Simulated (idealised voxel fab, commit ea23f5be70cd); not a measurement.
Process module heading - voxel ribs on slabs
cross-section cut | 195 nm wide | cells 5 nm
We lay out every cross-section as a grid of square cells and spell it out in bands from the top down, where one band means one or more rows of cells.
First you get the band's top height and its bottom height, in nm, and then the materials it's made of, left to right, with each width in nm. If you see a single material with "full width", that one covers the band edge to edge. "blank" is empty space.
Height datum 0, below which the as-received substrate wafer is one material. Lowest band open at the bottom, running downward: "0..down".
Graded width ("30..40"): value in top row of band = first number; value in bottom row = second number; row-to-row change constant.
"no modifications" means the step left every cell of the cross-section as it was.
Reported under the label "Entrapped voids" are the empty spaces having no open way to the top and comprising 8 cells or more; the notation for each is width x height at distance, in which the distance is measured from the left edge and all three values are in nm.
Read whatever lies past the settings on a step's line as the simulator's own remark about the step.
"overlay nm" denotes, for a step that has a mask, the displacement of the mask to the right of its planned place, with negative values corresponding to the left.

PLANNED PROCESS STEPS
1,RECEIVE: material Si
2,DIRECTIONAL_DEP: material SiO2, thk nm 20
3,DIRECTIONAL_DEP: material SiN, thk nm 25
4,MASKED_ETCH: tone cover, mask id RIB, width nm 15, etch materials SiN, depth nm 5, overlay nm 0
5,PATTERN: tone cover, mask id SLAB, material resist, width nm 55, thk nm 15, overlay nm 0
6,DIRECTIONAL_ETCH: etch materials SiN, depth nm 20
7,STRIP: etch materials resist
8,FILL_DEP: material SiO2, thk nm 30
9,CMP: height nm 65
10,DIRECTIONAL_DEP: material W, thk nm 10
11,DIRECTIONAL_DEP: material aC, thk nm 10
12,PATTERN: tone cover, mask id HEATER, material resist, width nm 25, thk nm 25, overlay nm 0
13,DIRECTIONAL_ETCH: etch materials aC, depth nm 10
14,STRIP: etch materials resist
15,DIRECTIONAL_ETCH: etch materials W, depth nm 10
16,STRIP: etch materials aC
17,CONFORMAL_DEP: material SiN, thk nm 10

WAFER CROSS-SECTION ON RECEIPT, I.E. AFTER STEP 1
  0..down: Si full width
  Entrapped voids: none

POST-MODULE CROSS-SECTION: IDENTICAL START AND PLAN TO THOSE ABOVE, ONE MISSTEP IN EXECUTION
  85..75: 75 of blank / 45 of SiN / 75 of blank
  75..65: 85 of SiN / 25 of W / 85 of SiN
  65..60: 90 of SiO2 / 15 of SiN / 90 of SiO2
  60..40: 70 of SiO2 / 55 of SiN / 70 of SiO2
  40..0: SiO2 full width
  0..down: Si full width
  Entrapped voids: none
The mistake made against the process plan was this: twice, step 2 of the plan was run
